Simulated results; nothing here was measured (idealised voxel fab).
The following process module bears the name voxel ribs on slabs.
The cross-section shown here is cut; it is 265 nm wide and divided into square cells measuring 5 nm on a side.
Cross-section, as written here: a square-cell grid given band by band from the top down, where a band holds one or more rows of cells.
A band entry consists of two parts. The first gives the height of the band's top and the height of its bottom, in nm. The rest lists the band's materials from left to right, each with its width in nm. A single material labelled with the word "everywhere" fills the band from edge to edge, and the word "blank" marks empty space.
Convention: height 0 is the level below which the wafer, as received, is all one material. The lowest band does not terminate at the bottom but continues downward, represented as "top 0, no bottom".
A two-number width, for instance "30 to 40", indicates that the width is equal to the first number in the top row of the band and to the second number in the bottom row, and that it changes by a constant amount per row of cells.
Basically "nothing altered" means that step didn't change any cell in the cross-section.
You'll see "Enclosed void catalog" listing empty spaces that have no way open to the top, as long as they're 8 cells or more; the notation is width x height at distance, where the distance is from the left edge, and all of it is in nm.
On each step's line, the part that comes after the settings is the simulator's own comment on the step.
On any step carrying a mask, the "overlay nm" setting, if present on the step's line, tells how far right of its planned place the mask lay; negative values point to the left.

[Process steps - plan]
- 1: RECEIVE,material Si
- 2: DIRECTIONAL_DEP,material SiO2,thk nm 25
- 3: DIRECTIONAL_DEP,material SiN,thk nm 20
- 4: MASKED_ETCH,tone cover,mask id RIB,width nm 20,etch materials SiN,depth nm 15,overlay nm 0
- 5: PATTERN,tone cover,mask id SLAB,material resist,width nm 60,thk nm 15,overlay nm 0
- 6: DIRECTIONAL_ETCH,etch materials SiN,depth nm 5
- 7: STRIP,etch materials resist
- 8: FILL_DEP,material SiO2,thk nm 30
- 9: CMP,height nm 65
- 10: DIRECTIONAL_DEP,material W,thk nm 10
- 11: PATTERN,tone cover,mask id HEATER,material resist,width nm 30,thk nm 20,overlay nm 0
- 12: DIRECTIONAL_ETCH,etch materials W,depth nm 10
- 13: STRIP,etch materials resist
- 14: CONFORMAL_DEP,material SiO2,thk nm 10

[Of two wafers, the first: run according to plan]

[Cross-section, incoming material, after step 1]
    top 0, no bottom  Si everywhere
    Enclosed void catalog: none

[State of the wafer after step 2, shown in cross-section]
    top 25, bottom 0  SiO2 everywhere
    Beneath the level 0, the cross-section is identical to its previous state.

[State of the wafer after step 3, shown in cross-section]
    top 45, bottom 25  SiN everywhere
    Beneath the level 25, the cross-section is identical to its previous state.

[State of the wafer after step 4, shown in cross-section]
    top 45, bottom 30  blank 120 nm, then SiN 20 nm, then blank 125 nm
    Beneath the level 30, the cross-section is identical to its previous state.

[State of the wafer after step 5, shown in cross-section]
    top 60, bottom 45  blank 100 nm, then resist 60 nm, then blank 105 nm
    top 45, bottom 30  blank 100 nm, then resist 20 nm, then SiN 20 nm, then resist 20 nm, then blank 105 nm
    Beneath the level 30, the cross-section is identical to its previous state.

[State of the wafer after step 6, shown in cross-section]
    top 60, bottom 45  blank 100 nm, then resist 60 nm, then blank 105 nm
    top 45, bottom 30  blank 100 nm, then resist 20 nm, then SiN 20 nm, then resist 20 nm, then blank 105 nm
    top 30, bottom 25  blank 100 nm, then SiN 60 nm, then blank 105 nm
    Beneath the level 25, the cross-section is identical to its previous state.

[State of the wafer after step 7, shown in cross-section]
    top 45, bottom 30  blank 120 nm, then SiN 20 nm, then blank 125 nm
    Beneath the level 30, the cross-section is identical to its previous state.

[State of the wafer after step 8, shown in cross-section]
    top 75, bottom 45  SiO2 everywhere
    top 45, bottom 30  SiO2 120 nm, then SiN 20 nm, then SiO2 125 nm
    top 30, bottom 25  SiO2 100 nm, then SiN 60 nm, then SiO2 105 nm
    Beneath the level 25, the cross-section is identical to its previous state.

[State of the wafer after step 9, shown in cross-section]
    top 65, bottom 45  SiO2 everywhere
    Beneath the level 45, the cross-section is identical to its previous state.

[State of the wafer after step 10, shown in cross-section]
    top 75, bottom 65  W everywhere
    Beneath the level 65, the cross-section is identical to its previous state.

[State of the wafer after step 11, shown in cross-section]
    top 95, bottom 75  blank 115 nm, then resist 30 nm, then blank 120 nm
    Beneath the level 75, the cross-section is identical to its previous state.

[State of the wafer after step 12, shown in cross-section]
    top 95, bottom 75  blank 115 nm, then resist 30 nm, then blank 120 nm
    top 75, bottom 65  blank 115 nm, then W 30 nm, then blank 120 nm
    Beneath the level 65, the cross-section is identical to its previous state.

[State of the wafer after step 13, shown in cross-section]
    top 75, bottom 65  blank 115 nm, then W 30 nm, then blank 120 nm
    Beneath the level 65, the cross-section is identical to its previous state.

[State of the wafer after step 14, shown in cross-section]
    top 85, bottom 75  blank 105 nm, then SiO2 50 nm, then blank 110 nm
    top 75, bottom 65  SiO2 115 nm, then W 30 nm, then SiO2 120 nm
    Beneath the level 65, the cross-section is identical to its previous state.

[Regarding the second of the two wafers: it shared the first wafer's starting condition and process plan, yet one error occurred during its execution. Its history coincides with that of the first wafer up to and including step 3]

[The second wafer cut through, at the time step 4 was supposed to be finished]
    top 45, bottom 30  SiN 120 nm, then blank 20 nm, then SiN 125 nm
    Beneath the level 30, the cross-section is identical to its previous state.

[The second wafer cut through, at the time step 5 was supposed to be finished]
    top 60, bottom 45  blank 100 nm, then resist 60 nm, then blank 105 nm
    top 45, bottom 30  SiN 120 nm, then resist 20 nm, then SiN 125 nm
    Beneath the level 30, the cross-section is identical to its previous state.

[The second wafer cut through, at the time step 6 was supposed to be finished]
    top 60, bottom 45  blank 100 nm, then resist 60 nm, then blank 105 nm
    top 45, bottom 40  blank 100 nm, then SiN 20 nm, then resist 20 nm, then SiN 20 nm, then blank 105 nm
    Beneath the level 40, the cross-section is identical to its previous state.

[The second wafer cut through, at the time step 7 was supposed to be finished]
    top 45, bottom 40  blank 100 nm, then SiN 20 nm, then blank 20 nm, then SiN 20 nm, then blank 105 nm
    top 40, bottom 30  SiN 120 nm, then blank 20 nm, then SiN 125 nm
    Beneath the level 30, the cross-section is identical to its previous state.

[The second wafer cut through, at the time step 8 was supposed to be finished]
    top 75, bottom 45  SiO2 everywhere
    top 45, bottom 40  SiO2 100 nm, then SiN 20 nm, then SiO2 20 nm, then SiN 20 nm, then SiO2 105 nm
    top 40, bottom 30  SiN 120 nm, then SiO2 20 nm, then SiN 125 nm
    Beneath the level 30, the cross-section is identical to its previous state.

[The second wafer cut through, at the time step 9 was supposed to be finished]
    top 65, bottom 45  SiO2 everywhere
    Beneath the level 45, the cross-section is identical to its previous state.

[The second wafer cut through, at the time step 10 was supposed to be finished]
    top 75, bottom 65  W everywhere
    Beneath the level 65, the cross-section is identical to its previous state.

[The second wafer cut through, at the time step 11 was supposed to be finished]
    top 95, bottom 75  blank 115 nm, then resist 30 nm, then blank 120 nm
    Beneath the level 75, the cross-section is identical to its previous state.

[The second wafer cut through, at the time step 12 was supposed to be finished]
    top 95, bottom 75  blank 115 nm, then resist 30 nm, then blank 120 nm
    top 75, bottom 65  blank 115 nm, then W 30 nm, then blank 120 nm
    Beneath the level 65, the cross-section is identical to its previous state.

[The second wafer cut through, at the time step 13 was supposed to be finished]
    top 75, bottom 65  blank 115 nm, then W 30 nm, then blank 120 nm
    Beneath the level 65, the cross-section is identical to its previous state.

[The second wafer cut through, at the time step 14 was supposed to be finished]
    top 85, bottom 75  blank 105 nm, then SiO2 50 nm, then blank 110 nm
    top 75, bottom 65  SiO2 115 nm, then W 30 nm, then SiO2 120 nm
    Beneath the level 65, the cross-section is identical to its previous state.
Diagnosis: step 4: run off-plan, actual operation and settings MASKED_ETCH,tone open,mask id RIB,width nm 20,etch materials SiN,depth nm 15,overlay nm 0
Final wafer comparison in cells, second versus first, more or fewer per material: +135 SiN | -135 SiO2
